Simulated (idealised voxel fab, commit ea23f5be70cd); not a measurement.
process module | voxel self aligned vias
cross-section cut | 225 nm wide | cells 5 nm
A cross-section is a grid of square cells, given in bands from the top down. A band is one or more rows of cells.
Each band's line starts with the height of the band's top and of its bottom, in nm. Then come its materials from left to right, each with its width in nm. One material with "throughout" fills the band from edge to edge. "air" is empty space.
Height 0 is the level under which the wafer as received is all one material. The lowest band goes on downwards, as in "0 down".
A width such as "30 to 40" changes by the same amount from each row of cells to the next, from the band's top row to its bottom row.
"no change" after a step means that no cell of the cross-section changed.
closed voids: empty space of 8 cells or more with no open way to the top, each as width x height at its distance from the left edge, in nm
after a step's settings: what the simulator itself notes on the step
overlay nm, on a step with a mask: how far to the right of its planned place the mask lay; to the left if negative
plan
1 op RECEIVE | material Si
2 op CONFORMAL_DEP | material SiO2 | thk nm 15
3 op CONFORMAL_DEP | material SiCN | thk nm 5
4 op DIRECTIONAL_DEP | material SiO2 | thk nm 20
5 op DIRECTIONAL_DEP | material aC | thk nm 15
6 op PATTERN | tone open | mask id LINES | material resist | width nm 20 | pitch nm 50 | thk nm 35 | overlay nm 0
7 op DIRECTIONAL_ETCH | etch materials aC | depth nm 15
8 op STRIP | etch materials resist
9 op DIRECTIONAL_ETCH | etch materials SiO2 | depth nm 20
10 op STRIP | etch materials aC
11 op CONFORMAL_DEP | material TiN | thk nm 5
12 op FILL_DEP | material W | thk nm 5
13 op CMP | height nm 40
14 op SELECTIVE_ETCH | etch materials W Ru TiN | depth nm 5
15 op FILL_DEP | material SiN | thk nm 5
16 op CMP | height nm 40
17 op DIRECTIONAL_DEP | material SiO2 | thk nm 15
18 op DIRECTIONAL_DEP | material aC | thk nm 15
19 op PATTERN | tone open | mask id VIAS | material resist | width nm 30 | pitch nm 50 | thk nm 30 | overlay nm 0
20 op DIRECTIONAL_ETCH | etch materials aC | depth nm 15
21 op STRIP | etch materials resist
22 op DIRECTIONAL_ETCH | etch materials SiO2 | depth nm 15
23 op DIRECTIONAL_ETCH | etch materials SiN | depth nm 5
24 op STRIP | etch materials aC
25 op CONFORMAL_DEP | material TiN | thk nm 5
26 op FILL_DEP | material Cu | thk nm 10
27 op CMP | height nm 55
28 op CONFORMAL_DEP | material SiCN | thk nm 5
first wafer, as planned
as received, after step 1
  0 down: Si throughout
  closed voids: none
after step 2
  15 to 0: SiO2 throughout
  below 0: unchanged
after step 3
  20 to 15: SiCN throughout
  below 15: unchanged
after step 4
  40 to 20: SiO2 throughout
  below 20: unchanged
after step 5
  55 to 40: aC throughout
  below 40: unchanged
after step 6
  90 to 55: resist 75 | air 20 | resist 30 | air 20 | resist 80
  below 55: unchanged
after step 7
  75 to 55: resist 75 | air 20 | resist 30 | air 20 | resist 80
  55 to 40: aC 75 | air 20 | aC 30 | air 20 | aC 80
  below 40: unchanged
after step 8
  55 to 40: aC 75 | air 20 | aC 30 | air 20 | aC 80
  below 40: unchanged
after step 9
  55 to 40: aC 75 | air 20 | aC 30 | air 20 | aC 80
  40 to 20: SiO2 75 | air 20 | SiO2 30 | air 20 | SiO2 80
  below 20: unchanged
after step 10
  40 to 20: SiO2 75 | air 20 | SiO2 30 | air 20 | SiO2 80
  below 20: unchanged
after step 11
  45 to 40: TiN 80 | air 10 | TiN 40 | air 10 | TiN 85
  40 to 25: SiO2 75 | TiN 5 | air 10 | TiN 5 | SiO2 30 | TiN 5 | air 10 | TiN 5 | SiO2 80
  25 to 20: SiO2 75 | TiN 20 | SiO2 30 | TiN 20 | SiO2 80
  below 20: unchanged
after step 12
  50 to 45: W throughout
  45 to 40: TiN 80 | W 10 | TiN 40 | W 10 | TiN 85
  40 to 25: SiO2 75 | TiN 5 | W 10 | TiN 5 | SiO2 30 | TiN 5 | W 10 | TiN 5 | SiO2 80
  below 25: unchanged
after step 13
  40 to 25: SiO2 75 | TiN 5 | W 10 | TiN 5 | SiO2 30 | TiN 5 | W 10 | TiN 5 | SiO2 80
  below 25: unchanged
after step 14
  40 to 35: SiO2 75 | air 20 | SiO2 30 | air 20 | SiO2 80
  below 35: unchanged
after step 15
  45 to 40: SiN throughout
  40 to 35: SiO2 75 | SiN 20 | SiO2 30 | SiN 20 | SiO2 80
  below 35: unchanged
after step 16
  40 to 35: SiO2 75 | SiN 20 | SiO2 30 | SiN 20 | SiO2 80
  below 35: unchanged
after step 17
  55 to 40: SiO2 throughout
  below 40: unchanged
after step 18
  70 to 55: aC throughout
  below 55: unchanged
after step 19
  100 to 70: resist 70 | air 30 | resist 20 | air 30 | resist 75
  below 70: unchanged
after step 20
  85 to 70: resist 70 | air 30 | resist 20 | air 30 | resist 75
  70 to 55: aC 70 | air 30 | aC 20 | air 30 | aC 75
  below 55: unchanged
after step 21
  70 to 55: aC 70 | air 30 | aC 20 | air 30 | aC 75
  below 55: unchanged
after step 22
  70 to 55: aC 70 | air 30 | aC 20 | air 30 | aC 75
  55 to 40: SiO2 70 | air 30 | SiO2 20 | air 30 | SiO2 75
  below 40: unchanged
after step 23
  70 to 55: aC 70 | air 30 | aC 20 | air 30 | aC 75
  55 to 40: SiO2 70 | air 30 | SiO2 20 | air 30 | SiO2 75
  40 to 35: SiO2 75 | air 20 | SiO2 30 | air 20 | SiO2 80
  below 35: unchanged
after step 24
  55 to 40: SiO2 70 | air 30 | SiO2 20 | air 30 | SiO2 75
  below 40: unchanged
after step 25
  60 to 55: TiN 75 | air 20 | TiN 30 | air 20 | TiN 80
  55 to 45: SiO2 70 | TiN 5 | air 20 | TiN 5 | SiO2 20 | TiN 5 | air 20 | TiN 5 | SiO2 75
  45 to 40: SiO2 70 | TiN 10 | air 10 | TiN 10 | SiO2 20 | TiN 10 | air 10 | TiN 10 | SiO2 75
  40 to 35: SiO2 75 | TiN 20 | SiO2 30 | TiN 20 | SiO2 80
  below 35: unchanged
after step 26
  70 to 60: Cu throughout
  60 to 55: TiN 75 | Cu 20 | TiN 30 | Cu 20 | TiN 80
  55 to 45: SiO2 70 | TiN 5 | Cu 20 | TiN 5 | SiO2 20 | TiN 5 | Cu 20 | TiN 5 | SiO2 75
  45 to 40: SiO2 70 | TiN 10 | Cu 10 | TiN 10 | SiO2 20 | TiN 10 | Cu 10 | TiN 10 | SiO2 75
  below 40: unchanged
after step 27
  55 to 45: SiO2 70 | TiN 5 | Cu 20 | TiN 5 | SiO2 20 | TiN 5 | Cu 20 | TiN 5 | SiO2 75
  below 45: unchanged
after step 28
  60 to 55: SiCN throughout
  below 55: unchanged
second wafer: like start, like plan, one mistake. Through step 12 it matches the first wafer
when step 13 should have ended
  35 to 25: SiO2 75 | TiN 5 | W 10 | TiN 5 | SiO2 30 | TiN 5 | W 10 | TiN 5 | SiO2 80
  below 25: unchanged
when step 14 should have ended
  35 to 30: SiO2 75 | air 20 | SiO2 30 | air 20 | SiO2 80
  below 30: unchanged
when step 15 should have ended
  40 to 35: SiN throughout
  35 to 30: SiO2 75 | SiN 20 | SiO2 30 | SiN 20 | SiO2 80
  below 30: unchanged
when step 16 should have ended: no change
when step 17 should have ended
  55 to 40: SiO2 throughout
  below 40: unchanged
when step 18 should have ended
  70 to 55: aC throughout
  below 55: unchanged
when step 19 should have ended
  100 to 70: resist 70 | air 30 | resist 20 | air 30 | resist 75
  below 70: unchanged
when step 20 should have ended
  85 to 70: resist 70 | air 30 | resist 20 | air 30 | resist 75
  70 to 55: aC 70 | air 30 | aC 20 | air 30 | aC 75
  below 55: unchanged
when step 21 should have ended
  70 to 55: aC 70 | air 30 | aC 20 | air 30 | aC 75
  below 55: unchanged
when step 22 should have ended
  70 to 55: aC 70 | air 30 | aC 20 | air 30 | aC 75
  55 to 40: SiO2 70 | air 30 | SiO2 20 | air 30 | SiO2 75
  below 40: unchanged
when step 23 should have ended
  70 to 55: aC 70 | air 30 | aC 20 | air 30 | aC 75
  55 to 40: SiO2 70 | air 30 | SiO2 20 | air 30 | SiO2 75
  40 to 35: SiN 70 | air 30 | SiN 20 | air 30 | SiN 75
  below 35: unchanged
when step 24 should have ended
  55 to 40: SiO2 70 | air 30 | SiO2 20 | air 30 | SiO2 75
  below 40: unchanged
when step 25 should have ended
  60 to 55: TiN 75 | air 20 | TiN 30 | air 20 | TiN 80
  55 to 40: SiO2 70 | TiN 5 | air 20 | TiN 5 | SiO2 20 | TiN 5 | air 20 | TiN 5 | SiO2 75
  40 to 35: SiN 70 | TiN 30 | SiN 20 | TiN 30 | SiN 75
  below 35: unchanged
when step 26 should have ended
  70 to 60: Cu throughout
  60 to 55: TiN 75 | Cu 20 | TiN 30 | Cu 20 | TiN 80
  55 to 40: SiO2 70 | TiN 5 | Cu 20 | TiN 5 | SiO2 20 | TiN 5 | Cu 20 | TiN 5 | SiO2 75
  below 40: unchanged
when step 27 should have ended
  55 to 40: SiO2 70 | TiN 5 | Cu 20 | TiN 5 | SiO2 20 | TiN 5 | Cu 20 | TiN 5 | SiO2 75
  below 40: unchanged
when step 28 should have ended
  60 to 55: SiCN throughout
  below 55: unchanged
what went wrong: step 13 ran as: op CMP | height nm 35
at the end the second wafer has, in cells: 4 more of Cu | 41 more of SiN | 37 fewer of SiO2 | 4 fewer of TiN | 4 fewer of W
